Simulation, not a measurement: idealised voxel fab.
process module | voxel lift off
cross-section cut | 290 nm wide | cells 5 nm
A cross-section is a grid of square cells, given in bands from the top down. A band is one or more rows of cells.
Each band's line starts with the height of the band's top and of its bottom, in nm. Then come its materials from left to right, each with its width in nm. One material with "throughout" fills the band from edge to edge. "air" is empty space.
Height 0 is the level under which the wafer as received is all one material. The lowest band goes on downwards, as in "0 down".
A width such as "30 to 40" changes by the same amount from each row of cells to the next, from the band's top row to its bottom row.
"no change" after a step means that no cell of the cross-section changed.
closed voids: empty space of 8 cells or more with no open way to the top, each as width x height at its distance from the left edge, in nm
after a step's settings: what the simulator itself notes on the step
overlay nm, on a step with a mask: how far to the right of its planned place the mask lay; to the left if negative
plan
1 op RECEIVE | material Si
2 op CONFORMAL_DEP | material SiN | thk nm 15
3 op PATTERN | tone open | mask id LINES | material resist | width nm 15 | pitch nm 35 | thk nm 15 | overlay nm -15
4 op DIRECTIONAL_DEP | material Ru | thk nm 5
5 op STRIP | etch materials resist
6 op CONFORMAL_DEP | material SiCN | thk nm 10
varied across the wafers: overlay nm of step 3. The plan shows the first wafer's value. All wafers start alike
first wafer as received, after step 1
  0 down: Si throughout
  closed voids: none
each wafer at the end: cells of each material gained (+) or lost (-) since it was received, then its closed voids
overlay nm -15 | +12 Ru | +132 SiCN | +174 SiN | closed voids: none
overlay nm -10 | +12 Ru | +132 SiCN | +174 SiN | closed voids: none
overlay nm -5 | +12 Ru | +132 SiCN | +174 SiN | closed voids: none
overlay nm 0 | +12 Ru | +132 SiCN | +174 SiN | closed voids: none
overlay nm 5 | +12 Ru | +132 SiCN | +174 SiN | closed voids: none
overlay nm 10 | +12 Ru | +132 SiCN | +174 SiN | closed voids: none
overlay nm 15 | +12 Ru | +132 SiCN | +174 SiN | closed voids: none
